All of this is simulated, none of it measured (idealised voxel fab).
process module | voxel self aligned vias
cross-section cut | 295 nm wide | cells 5 nm
A cross-section is a grid of square cells, given in bands from the top down. A band is one or more rows of cells.
Each band's line starts with the height of the band's top and of its bottom, in nm. Then come its materials from left to right, each with its width in nm. One material with "throughout" fills the band from edge to edge. "air" is empty space.
Height 0 is the level under which the wafer as received is all one material. The lowest band goes on downwards, as in "0 down".
A width such as "30 to 40" changes by the same amount from each row of cells to the next, from the band's top row to its bottom row.
"no change" after a step means that no cell of the cross-section changed.
closed voids: empty space of 8 cells or more with no open way to the top, each as width x height at its distance from the left edge, in nm
after a step's settings: what the simulator itself notes on the step
overlay nm, on a step with a mask: how far to the right of its planned place the mask lay; to the left if negative
plan
1 op RECEIVE | material Si
2 op CONFORMAL_DEP | material SiO2 | thk nm 10
3 op CONFORMAL_DEP | material SiCN | thk nm 5
4 op DIRECTIONAL_DEP | material SiO2 | thk nm 30
5 op MASKED_ETCH | tone open | mask id LINES | width nm 25 | pitch nm 65 | etch materials SiO2 | depth nm 30 | overlay nm 0
6 op CONFORMAL_DEP | material TiN | thk nm 5
7 op FILL_DEP | material W | thk nm 10
8 op CMP | height nm 45
9 op SELECTIVE_ETCH | etch materials W Ru TiN | depth nm 10
10 op FILL_DEP | material SiN | thk nm 5
11 op CMP | height nm 45
12 op DIRECTIONAL_DEP | material SiO2 | thk nm 15
13 op PATTERN | tone open | mask id VIAS | material resist | width nm 35 | pitch nm 130 | thk nm 15 | overlay nm 0
14 op DIRECTIONAL_ETCH | etch materials SiO2 | depth nm 15
15 op DIRECTIONAL_ETCH | etch materials SiN | depth nm 10
16 op STRIP | etch materials resist
17 op CONFORMAL_DEP | material TiN | thk nm 5
18 op FILL_DEP | material Ru | thk nm 10
19 op CMP | height nm 60
20 op CONFORMAL_DEP | material SiCN | thk nm 5
as received, after step 1
  0 down: Si throughout
  closed voids: none
first wafer at the end, as planned
  65 to 60: SiCN throughout
  60 to 50: SiO2 65 | TiN 5 | Ru 25 | TiN 5 | SiO2 95 | TiN 5 | Ru 25 | TiN 5 | SiO2 65
  50 to 45: SiO2 65 | TiN 10 | Ru 15 | TiN 10 | SiO2 95 | TiN 10 | Ru 15 | TiN 10 | SiO2 65
  45 to 40: SiO2 70 | TiN 5 | Ru 15 | TiN 5 | SiO2 40 | SiN 25 | SiO2 40 | TiN 5 | Ru 15 | TiN 5 | SiO2 70
  40 to 35: SiO2 70 | TiN 25 | SiO2 40 | SiN 25 | SiO2 40 | TiN 25 | SiO2 70
  35 to 20: SiO2 70 | TiN 5 | W 15 | TiN 5 | SiO2 40 | TiN 5 | W 15 | TiN 5 | SiO2 40 | TiN 5 | W 15 | TiN 5 | SiO2 70
  20 to 15: SiO2 70 | TiN 25 | SiO2 40 | TiN 25 | SiO2 40 | TiN 25 | SiO2 70
  15 to 10: SiCN throughout
  10 to 0: SiO2 throughout
  0 down: Si throughout
  closed voids: none
second wafer at the end: like start, like plan, one mistake
  65 to 60: SiCN throughout
  60 to 50: Ru 60 | TiN 5 | SiO2 35 | TiN 5 | Ru 85 | TiN 5 | SiO2 35 | TiN 5 | Ru 60
  50 to 45: TiN 65 | SiO2 35 | TiN 40 | Ru 15 | TiN 40 | SiO2 35 | TiN 65
  45 to 40: SiO2 70 | SiN 25 | SiO2 40 | TiN 5 | Ru 15 | TiN 5 | SiO2 40 | SiN 25 | SiO2 70
  40 to 35: SiO2 70 | SiN 25 | SiO2 40 | TiN 25 | SiO2 40 | SiN 25 | SiO2 70
  35 to 20: SiO2 70 | TiN 5 | W 15 | TiN 5 | SiO2 40 | TiN 5 | W 15 | TiN 5 | SiO2 40 | TiN 5 | W 15 | TiN 5 | SiO2 70
  20 to 15: SiO2 70 | TiN 25 | SiO2 40 | TiN 25 | SiO2 40 | TiN 25 | SiO2 70
  15 to 10: SiCN throughout
  10 to 0: SiO2 throughout
  0 down: Si throughout
  closed voids: none
what went wrong: step 13 ran as: op PATTERN | tone cover | mask id VIAS | material resist | width nm 35 | pitch nm 130 | thk nm 15 | overlay nm 0
at the end the second wafer has, in cells: 56 more of Ru | 10 more of SiN | 93 fewer of SiO2 | 27 more of TiN
